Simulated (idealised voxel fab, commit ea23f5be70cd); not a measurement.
process module | voxel air gaps
cross-section cut | 175 nm wide | cells 5 nm
A cross-section is a grid of square cells, given in bands from the top down. A band is one or more rows of cells.
Each band's line starts with the height of the band's top and of its bottom, in nm. Then come its materials from left to right, each with its width in nm. One material with "throughout" fills the band from edge to edge. "air" is empty space.
Height 0 is the level under which the wafer as received is all one material. The lowest band goes on downwards, as in "0 down".
A width such as "30 to 40" changes by the same amount from each row of cells to the next, from the band's top row to its bottom row.
"no change" after a step means that no cell of the cross-section changed.
closed voids: empty space of 8 cells or more with no open way to the top, each as width x height at its distance from the left edge, in nm
after a step's settings: what the simulator itself notes on the step
overlay nm, on a step with a mask: how far to the right of its planned place the mask lay; to the left if negative
plan
1 op RECEIVE | material Si
2 op CONFORMAL_DEP | material SiO2 | thk nm 15
3 op CONFORMAL_DEP | material SiCN | thk nm 5
4 op DIRECTIONAL_DEP | material lowk | thk nm 35
5 op DIRECTIONAL_DEP | material aC | thk nm 15
6 op PATTERN | tone open | mask id LINES | material resist | width nm 25 | pitch nm 50 | thk nm 30 | overlay nm 0
7 op DIRECTIONAL_ETCH | etch materials aC | depth nm 15
8 op STRIP | etch materials resist
9 op DIRECTIONAL_ETCH | etch materials lowk | depth nm 35
10 op STRIP | etch materials aC
11 op CONFORMAL_DEP | material TiN | thk nm 5
12 op FILL_DEP | material Cu | thk nm 5
13 op CMP | height nm 55
14 op EPI | material Ru | thk nm 10
15 op SELECTIVE_ETCH | etch materials lowk | depth nm 45
16 op CONFORMAL_DEP | material SiCN | thk nm 5
as received, after step 1
  0 down: Si throughout
  closed voids: none
first wafer at the end, as planned
  70 to 65: air 10 | SiCN 155 | air 10
  65 to 55: air 10 | SiCN 5 | Ru 45 | SiCN 5 | Ru 45 | SiCN 5 | Ru 45 | SiCN 5 | air 10
  55 to 50: air 10 | SiCN 15 | TiN 5 | Cu 15 | TiN 5 | SiCN 25 | TiN 5 | Cu 15 | TiN 5 | SiCN 25 | TiN 5 | Cu 15 | TiN 5 | SiCN 15 | air 10
  50 to 25: air 20 | SiCN 5 | TiN 5 | Cu 15 | TiN 5 | SiCN 5 | air 15 | SiCN 5 | TiN 5 | Cu 15 | TiN 5 | SiCN 5 | air 15 | SiCN 5 | TiN 5 | Cu 15 | TiN 5 | SiCN 5 | air 20
  25 to 20: SiCN 25 | TiN 25 | SiCN 25 | TiN 25 | SiCN 25 | TiN 25 | SiCN 25
  20 to 15: SiCN throughout
  15 to 0: SiO2 throughout
  0 down: Si throughout
  closed voids: 15 x 25 at 55; 15 x 25 at 105
second wafer at the end: like start, like plan, one mistake
  70 to 65: air 10 | SiCN 155 | air 10
  65 to 55: air 10 | SiCN 5 | Ru 45 | SiCN 5 | Ru 45 | SiCN 5 | Ru 45 | SiCN 5 | air 10
  55 to 25: air 10 | SiCN 5 | Ru 10 | TiN 5 | Cu 15 | TiN 5 | Ru 10 | SiCN 5 | Ru 10 | TiN 5 | Cu 15 | TiN 5 | Ru 10 | SiCN 5 | Ru 10 | TiN 5 | Cu 15 | TiN 5 | Ru 10 | SiCN 5 | air 10
  25 to 20: SiCN 15 | Ru 10 | TiN 25 | Ru 10 | SiCN 5 | Ru 10 | TiN 25 | Ru 10 | SiCN 5 | Ru 10 | TiN 25 | Ru 10 | SiCN 15
  20 to 15: SiCN throughout
  15 to 0: SiO2 throughout
  0 down: Si throughout
  closed voids: none
what went wrong: steps 14 and 15 were swapped
at the end the second wafer has, in cells: 84 more of Ru | 34 fewer of SiCN
closed voids at the end (first wafer, second wafer): 2, 0
